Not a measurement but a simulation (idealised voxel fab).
process module | voxel self aligned vias
cross-section cut | 300 nm wide | cells 5 nm
A cross-section is a grid of square cells, given in bands from the top down. A band is one or more rows of cells.
Each band's line starts with the height of the band's top and of its bottom, in nm. Then come its materials from left to right, each with its width in nm. One material with "throughout" fills the band from edge to edge. "air" is empty space.
Height 0 is the level under which the wafer as received is all one material. The lowest band goes on downwards, as in "0 down".
A width such as "30 to 40" changes by the same amount from each row of cells to the next, from the band's top row to its bottom row.
"no change" after a step means that no cell of the cross-section changed.
closed voids: empty space of 8 cells or more with no open way to the top, each as width x height at its distance from the left edge, in nm
after a step's settings: what the simulator itself notes on the step
overlay nm, on a step with a mask: how far to the right of its planned place the mask lay; to the left if negative
plan
1 op RECEIVE | material Si
2 op CONFORMAL_DEP | material SiO2 | thk nm 15
3 op CONFORMAL_DEP | material SiCN | thk nm 5
4 op DIRECTIONAL_DEP | material lowk | thk nm 20
5 op DIRECTIONAL_DEP | material aC | thk nm 10
6 op PATTERN | tone open | mask id LINES | material resist | width nm 20 | pitch nm 60 | thk nm 30 | overlay nm 0
7 op DIRECTIONAL_ETCH | etch materials aC | depth nm 10
8 op STRIP | etch materials resist
9 op DIRECTIONAL_ETCH | etch materials lowk | depth nm 20
10 op STRIP | etch materials aC
11 op CONFORMAL_DEP | material TiN | thk nm 5
12 op FILL_DEP | material W | thk nm 5
13 op CMP | height nm 40
14 op SELECTIVE_ETCH | etch materials W Ru TiN | depth nm 10
15 op FILL_DEP | material SiN | thk nm 10
16 op CMP | height nm 40
17 op DIRECTIONAL_DEP | material lowk | thk nm 15
18 op PATTERN | tone open | mask id VIAS | material resist | width nm 40 | pitch nm 60 | thk nm 20 | overlay nm 0
19 op DIRECTIONAL_ETCH | etch materials lowk | depth nm 15
20 op DIRECTIONAL_ETCH | etch materials SiN | depth nm 10
21 op STRIP | etch materials resist
22 op CONFORMAL_DEP | material TiN | thk nm 5
23 op FILL_DEP | material W | thk nm 5
24 op CMP | height nm 55
25 op CONFORMAL_DEP | material SiN | thk nm 5
first wafer, as planned
as received, after step 1
  0 down: Si throughout
  closed voids: none
after step 2
  15 to 0: SiO2 throughout
  below 0: unchanged
after step 3
  20 to 15: SiCN throughout
  below 15: unchanged
after step 4
  40 to 20: lowk throughout
  below 20: unchanged
after step 5
  50 to 40: aC throughout
  below 40: unchanged
after step 6
  80 to 50: resist 110 | air 20 | resist 40 | air 20 | resist 110
  below 50: unchanged
after step 7
  70 to 50: resist 110 | air 20 | resist 40 | air 20 | resist 110
  50 to 40: aC 110 | air 20 | aC 40 | air 20 | aC 110
  below 40: unchanged
after step 8
  50 to 40: aC 110 | air 20 | aC 40 | air 20 | aC 110
  below 40: unchanged
after step 9
  50 to 40: aC 110 | air 20 | aC 40 | air 20 | aC 110
  40 to 20: lowk 110 | air 20 | lowk 40 | air 20 | lowk 110
  below 20: unchanged
after step 10
  40 to 20: lowk 110 | air 20 | lowk 40 | air 20 | lowk 110
  below 20: unchanged
after step 11
  45 to 40: TiN 115 | air 10 | TiN 50 | air 10 | TiN 115
  40 to 25: lowk 110 | TiN 5 | air 10 | TiN 5 | lowk 40 | TiN 5 | air 10 | TiN 5 | lowk 110
  25 to 20: lowk 110 | TiN 20 | lowk 40 | TiN 20 | lowk 110
  below 20: unchanged
after step 12
  50 to 45: W throughout
  45 to 40: TiN 115 | W 10 | TiN 50 | W 10 | TiN 115
  40 to 25: lowk 110 | TiN 5 | W 10 | TiN 5 | lowk 40 | TiN 5 | W 10 | TiN 5 | lowk 110
  below 25: unchanged
after step 13
  40 to 25: lowk 110 | TiN 5 | W 10 | TiN 5 | lowk 40 | TiN 5 | W 10 | TiN 5 | lowk 110
  below 25: unchanged
after step 14
  40 to 30: lowk 110 | air 20 | lowk 40 | air 20 | lowk 110
  below 30: unchanged
after step 15
  50 to 40: SiN throughout
  40 to 30: lowk 110 | SiN 20 | lowk 40 | SiN 20 | lowk 110
  below 30: unchanged
after step 16
  40 to 30: lowk 110 | SiN 20 | lowk 40 | SiN 20 | lowk 110
  below 30: unchanged
after step 17
  55 to 40: lowk throughout
  below 40: unchanged
after step 18
  75 to 55: resist 100 | air 40 | resist 20 | air 40 | resist 100
  below 55: unchanged
after step 19
  75 to 55: resist 100 | air 40 | resist 20 | air 40 | resist 100
  55 to 40: lowk 100 | air 40 | lowk 20 | air 40 | lowk 100
  below 40: unchanged
after step 20
  75 to 55: resist 100 | air 40 | resist 20 | air 40 | resist 100
  55 to 40: lowk 100 | air 40 | lowk 20 | air 40 | lowk 100
  40 to 30: lowk 110 | air 20 | lowk 40 | air 20 | lowk 110
  below 30: unchanged
after step 21
  55 to 40: lowk 100 | air 40 | lowk 20 | air 40 | lowk 100
  below 40: unchanged
after step 22
  60 to 55: TiN 105 | air 30 | TiN 30 | air 30 | TiN 105
  55 to 45: lowk 100 | TiN 5 | air 30 | TiN 5 | lowk 20 | TiN 5 | air 30 | TiN 5 | lowk 100
  45 to 35: lowk 100 to 110 | TiN 15 to 5 | air 10 | TiN 15 to 5 | lowk 20 to 40 | TiN 15 to 5 | air 10 | TiN 15 to 5 | lowk 100 to 110
  35 to 30: lowk 110 | TiN 20 | lowk 40 | TiN 20 | lowk 110
  below 30: unchanged
after step 23
  65 to 60: W throughout
  60 to 55: TiN 105 | W 30 | TiN 30 | W 30 | TiN 105
  55 to 45: lowk 100 | TiN 5 | W 30 | TiN 5 | lowk 20 | TiN 5 | W 30 | TiN 5 | lowk 100
  45 to 35: lowk 100 to 110 | TiN 15 to 5 | W 10 | TiN 15 to 5 | lowk 20 to 40 | TiN 15 to 5 | W 10 | TiN 15 to 5 | lowk 100 to 110
  below 35: unchanged
after step 24
  55 to 45: lowk 100 | TiN 5 | W 30 | TiN 5 | lowk 20 | TiN 5 | W 30 | TiN 5 | lowk 100
  below 45: unchanged
after step 25
  60 to 55: SiN throughout
  below 55: unchanged
second wafer: like start, like plan, one mistake. Through step 18 it matches the first wafer
when step 19 should have ended
  75 to 55: resist 100 | air 40 | resist 20 | air 40 | resist 100
  55 to 40: lowk 100 | air 40 | lowk 20 | air 40 | lowk 100
  40 to 30: lowk 100 | air 10 | SiN 20 | air 10 | lowk 20 | air 10 | SiN 20 | air 10 | lowk 100
  30 to 25: lowk 100 | air 10 | TiN 5 | W 10 | TiN 5 | air 10 | lowk 20 | air 10 | TiN 5 | W 10 | TiN 5 | air 10 | lowk 100
  below 25: unchanged
when step 20 should have ended
  75 to 55: resist 100 | air 40 | resist 20 | air 40 | resist 100
  55 to 30: lowk 100 | air 40 | lowk 20 | air 40 | lowk 100
  below 30: unchanged
when step 21 should have ended
  55 to 30: lowk 100 | air 40 | lowk 20 | air 40 | lowk 100
  below 30: unchanged
when step 22 should have ended
  60 to 55: TiN 105 | air 30 | TiN 30 | air 30 | TiN 105
  55 to 35: lowk 100 | TiN 5 | air 30 | TiN 5 | lowk 20 | TiN 5 | air 30 | TiN 5 | lowk 100
  35 to 30: lowk 100 | TiN 40 | lowk 20 | TiN 40 | lowk 100
  30 to 25: lowk 100 | TiN 15 | W 10 | TiN 15 | lowk 20 | TiN 15 | W 10 | TiN 15 | lowk 100
  below 25: unchanged
when step 23 should have ended
  65 to 60: W throughout
  60 to 55: TiN 105 | W 30 | TiN 30 | W 30 | TiN 105
  55 to 35: lowk 100 | TiN 5 | W 30 | TiN 5 | lowk 20 | TiN 5 | W 30 | TiN 5 | lowk 100
  below 35: unchanged
when step 24 should have ended
  55 to 35: lowk 100 | TiN 5 | W 30 | TiN 5 | lowk 20 | TiN 5 | W 30 | TiN 5 | lowk 100
  below 35: unchanged
when step 25 should have ended
  60 to 55: SiN throughout
  below 55: unchanged
what went wrong: step 19 was run twice
at the end the second wafer has, in cells: 8 more of TiN | 16 more of W | 24 fewer of lowk
